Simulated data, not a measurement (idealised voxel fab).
The name of this process module is voxel transistor to metal.
We display cut, a cross-section 170 nm in width whose square cells are each 5 nm.
In what follows, cross-sections appear as grids of square cells, described through bands that run from the top down, where every band is one or more rows of cells.
It is stipulated that each band's entry specify, in nanometres, the height of the top of the band and then that of its bottom, followed by the materials of the band in left-to-right sequence, each together with its width in nanometres. A single material marked by the word "all across" is understood to fill the band from edge to edge; the word "air" is understood to denote empty space.
A quick word on heights: they are counted from 0, and under that level the wafer as it came to us is one material throughout. The lowest band is different from the rest in having no bottom; it simply continues downward, written as in "0 -> down".
The two numbers in a width such as "30 to 40" mark its ends across the band: the first belongs to the top row of cells, the second to the bottom row, and from each row to the next the width moves by the same amount.
Where a step carries "identical to before", the cross-section came out of it unchanged, cell for cell.
Heads up: "Enclosed void inventory" only lists the empty pockets with no open path to the top that are 8 cells or more, and it writes them as width x height at distance, distance from the left edge, in nm.
On a step's line, text after the settings is the simulator commenting on that step.
overlay nm: step with mask; distance mask lay right of planned place; negative value = left of planned place.

# Process steps - plan
1) RECEIVE (material Si)
2) CONFORMAL_DEP (material SiO2; thk nm 5)
3) CONFORMAL_DEP (material SiN; thk nm 15)
4) PATTERN (tone cover; mask id ACTIVE; material resist; width nm 85; thk nm 20; overlay nm 0)
5) DIRECTIONAL_ETCH (etch materials SiN; depth nm 15)
6) DIRECTIONAL_ETCH (etch materials SiO2; depth nm 5)
7) DIRECTIONAL_ETCH (etch materials Si; depth nm 25)
8) STRIP (etch materials resist)
9) OXIDIZE (depth nm 5)
10) FILL_DEP (material SiO2; thk nm 5)
11) CMP (height nm 20)
12) SELECTIVE_ETCH (etch materials SiO2; depth nm 5)
13) STRIP (etch materials SiN)
14) SELECTIVE_ETCH (etch materials SiO2; depth nm 5)
15) OXIDIZE (depth nm 5)
16) DIRECTIONAL_DEP (material polySi; thk nm 25)
17) DIRECTIONAL_DEP (material SiCN; thk nm 15)
18) PATTERN (tone cover; mask id GATE; material resist; width nm 15; thk nm 20; overlay nm 0)
19) DIRECTIONAL_ETCH (etch materials SiCN; depth nm 25)
20) DIRECTIONAL_ETCH (etch materials polySi; depth nm 35)
21) STRIP (etch materials resist)
22) CONFORMAL_DEP (material SiN; thk nm 10)
23) DIRECTIONAL_ETCH (etch materials SiN; depth nm 10)
24) DIRECTIONAL_ETCH (etch materials SiO2; depth nm 5)
25) DIRECTIONAL_ETCH (etch materials Si; depth nm 15)
26) EPI (material nSi; thk nm 15)
27) FILL_DEP (material SiO2; thk nm 5)
28) CMP (height nm 40)
29) DIRECTIONAL_DEP (material SiO2; thk nm 15)
30) MASKED_ETCH (tone open; mask id CONTACT; width nm 15; pitch nm 60; etch materials SiO2; depth nm 60; overlay nm 0)
31) CONFORMAL_DEP (material TiN; thk nm 5)
32) FILL_DEP (material Ru; thk nm 5)
33) CMP (height nm 55)
34) DIRECTIONAL_DEP (material TiN; thk nm 5)
35) DIRECTIONAL_DEP (material Ru; thk nm 15)
36) MASKED_ETCH (tone cover; mask id METAL_1; width nm 15; pitch nm 60; etch materials Ru; depth nm 15; overlay nm 0)
37) MASKED_ETCH (tone cover; mask id METAL_1; width nm 15; pitch nm 60; etch materials TiN; depth nm 5; overlay nm 0)
38) FILL_DEP (material lowk; thk nm 10)
39) CMP (height nm 75)
40) CONFORMAL_DEP (material SiCN; thk nm 5)
41) DIRECTIONAL_DEP (material SiO2; thk nm 25)
42) PATTERN (tone open; mask id METAL_2; material resist; width nm 15; pitch nm 60; thk nm 15; overlay nm 0)
43) DIRECTIONAL_ETCH (etch materials SiO2; depth nm 15)
44) STRIP (etch materials resist)
45) DIRECTIONAL_DEP (material aC; thk nm 15)
46) PATTERN (tone open; mask id METAL_2_HOLES; material resist; width nm 15; pitch nm 60; thk nm 35; overlay nm 0)
47) DIRECTIONAL_ETCH (etch materials aC; depth nm 15)
48) STRIP (etch materials resist)
49) DIRECTIONAL_ETCH (etch materials SiO2; depth nm 10)
50) DIRECTIONAL_ETCH (etch materials SiCN; depth nm 5)
51) STRIP (etch materials aC)
52) CONFORMAL_DEP (material TiN; thk nm 5)
53) FILL_DEP (material Ru; thk nm 5)
54) CMP (height nm 105)
55) CONFORMAL_DEP (material SiCN; thk nm 5)

# Cross-section of the wafer at receipt, which is the condition after step 1
- 0 -> down | Si all across
- Enclosed void inventory: none

# The module was run from the start shown above using the plan shown above, but one mistake was made doing it; the resulting wafer cross-section is below
- 110 -> 105 | SiCN all across
- 105 -> 95 | SiO2=40; TiN=5; Ru=10 to 5; TiN=5 to 10; SiO2=40; TiN=5; Ru=10 to 5; TiN=5 to 10; SiO2=50
- 95 -> 90 | SiO2=40; TiN=15; SiO2=45; TiN=15; SiO2=55
- 90 -> 80 | SiO2=45; TiN=10; SiO2=50; TiN=10; SiO2=55
- 80 -> 75 | SiCN=45; TiN=10; SiCN=50; TiN=10; SiCN=55
- 75 -> 60 | lowk=45; Ru=15; lowk=45; Ru=15; lowk=50
- 60 -> 55 | lowk=45; TiN=15; lowk=45; TiN=15; lowk=50
- 55 -> 40 | SiO2=45; TiN=5; Ru=5; TiN=5; SiO2=45; TiN=5; Ru=5; TiN=5; SiO2=50
- 40 -> 25 | SiO2=45; TiN=5; Ru=5; TiN=5; SiO2=5; SiN=10; SiCN=15; SiN=10; SiO2=5; TiN=5; Ru=5; TiN=5; SiO2=50
- 25 -> 15 | SiO2=45; TiN=5; Ru=5; TiN=5; SiO2=5; SiN=10; polySi=15; SiN=10; SiO2=5; TiN=5; Ru=5; TiN=5; SiO2=50
- 15 -> 10 | SiO2=45; TiN=15; SiO2=5; SiN=10; polySi=15; SiN=10; SiO2=5; TiN=15; SiO2=50
- 10 -> 0 | SiO2=35; SiN=10; TiN=5; nSi=15; SiN=10; polySi=15; SiN=10; nSi=15; TiN=5; SiN=10; SiO2=40
- 0 -> -5 | SiO2=45; TiN=5; nSi=15; SiO2=35; nSi=15; TiN=5; SiO2=50
- -5 -> -20 | SiO2=45; nSi=20; Si=35; nSi=20; SiO2=50
- -20 -> -30 | SiO2=45; Si=75; SiO2=50
- -30 -> down | Si all across
- Enclosed void inventory: none
What went wrong in running the wafer? rather than as planned, step 42 actually ran as PATTERN (tone open; mask id METAL_2; material resist; width nm 15; pitch nm 60; thk nm 15; overlay nm -5)
